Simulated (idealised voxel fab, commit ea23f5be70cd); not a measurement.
Proc. module: voxel gate over fins
Square cells of 5 nm make up the cross-section cut, whose width is 155 nm.
Cross-sections here: square-cell grids, written as top-down lists of bands, a band being one or more rows of cells.
Basically the band line says how high the top is and how high the bottom is, in nm, and then what's in it from left to right, every material with its width in nm. Empty space shows up as "empty", and if a single material carries "throughout" it runs the full band edge to edge.
Height datum 0, below which the as-received substrate wafer is one material. Lowest band open at the bottom, running downward: "0 down".
The two numbers in a width such as "30->40" mark its ends across the band: the first belongs to the top row of cells, the second to the bottom row, and from each row to the next the width moves by the same amount.
The designation "everything unchanged", where it is given for a processing step, indicates that no cell of the cross-section was altered in the course of that step.
Under "Enclosed void inventory" you'll find the enclosed gaps, the ones with no way out to the top, that are 8 cells or bigger; each reads width x height at distance, with distance counted from the left edge, everything in nm.
That trailing text on a step's line, after the settings, is the simulator's own remark on the step.
The setting "overlay nm" may be written on the line of a step. When the step uses a mask, the value reports how far to the right of the planned place the mask lay, and a negative value reports that it lay to the left.

Listed below are the process steps as planned:
1 RECEIVE: material Si
2 CONFORMAL_DEP: material SiN, thk nm 10
3 PATTERN: tone cover, mask id FINS, material resist, width nm 15, pitch nm 55, thk nm 15, overlay nm 0
4 DIRECTIONAL_ETCH: etch materials SiN, depth nm 10
5 DIRECTIONAL_ETCH: etch materials Si, depth nm 30
6 STRIP: etch materials resist
7 FILL_DEP: material SiO2, thk nm 15
8 CMP: height nm 10
9 DIRECTIONAL_DEP: material aC, thk nm 15
10 PATTERN: tone open, mask id RAIL, material resist, width nm 15, thk nm 30, overlay nm 0
11 DIRECTIONAL_ETCH: etch materials aC, depth nm 15
12 STRIP: etch materials resist
13 DIRECTIONAL_ETCH: etch materials SiO2, depth nm 35
14 STRIP: etch materials aC
15 CONFORMAL_DEP: material TiN, thk nm 5
16 FILL_DEP: material Ru, thk nm 5
17 CMP: height nm 10
18 SELECTIVE_ETCH: etch materials W Ru TiN, depth nm 30
19 FILL_DEP: material SiO2, thk nm 5
20 CMP: height nm 10
21 SELECTIVE_ETCH: etch materials SiO2, depth nm 20
22 STRIP: etch materials SiN
23 CONFORMAL_DEP: material HfO2, thk nm 5
24 CONFORMAL_DEP: material TiN, thk nm 5
25 FILL_DEP: material W, thk nm 15
26 CMP: height nm 20
27 CONFORMAL_DEP: material SiN, thk nm 10

Cross-section of the incoming wafer, state after step 1:
- 0 down  Si throughout
- Enclosed void inventory: none

Wafer at module end, in section. Began as above, planned as above, run with one mistake:
- 30 to 20  SiN throughout
- 20 to 10  W throughout
- 10 to 5  W: 5 / TiN: 35 / W: 20 / TiN: 35 / W: 20 / TiN: 35 / W: 5
- 5 to 0  W: 5 / TiN: 5 / HfO2: 25 / TiN: 5 / W: 20 / TiN: 5 / HfO2: 25 / TiN: 5 / W: 20 / TiN: 5 / HfO2: 25 / TiN: 5 / W: 5
- 0 to -10  W: 5 / TiN: 5 / HfO2: 5 / Si: 15 / HfO2: 5 / TiN: 5 / W: 20 / TiN: 5 / HfO2: 5 / Si: 15 / HfO2: 5 / TiN: 5 / W: 20 / TiN: 5 / HfO2: 5 / Si: 15 / HfO2: 5 / TiN: 5 / W: 5
- -10 to -20  W: 5 / TiN: 5 / HfO2: 5 / Si: 15 / HfO2: 5->30 / TiN: 30->5 / HfO2: 5 / Si: 15 / HfO2: 5 / TiN: 5 / W: 20 / TiN: 5 / HfO2: 5 / Si: 15 / HfO2: 5 / TiN: 5 / W: 5
- -20 to -25  TiN: 10 / HfO2: 5 / Si: 15 / HfO2: 10 / TiN: 15 / HfO2: 5 / TiN: 5 / HfO2: 5 / Si: 15 / HfO2: 5 / TiN: 30 / HfO2: 5 / Si: 15 / HfO2: 5 / TiN: 10
- -25 to -30  HfO2: 15 / Si: 15 / HfO2: 15 / SiO2: 5 / HfO2: 20 / Si: 15 / HfO2: 40 / Si: 15 / HfO2: 15
- -30 down  Si throughout
- Enclosed void inventory: none
Short version of what went wrong: in the plan, step 21 was performed twice
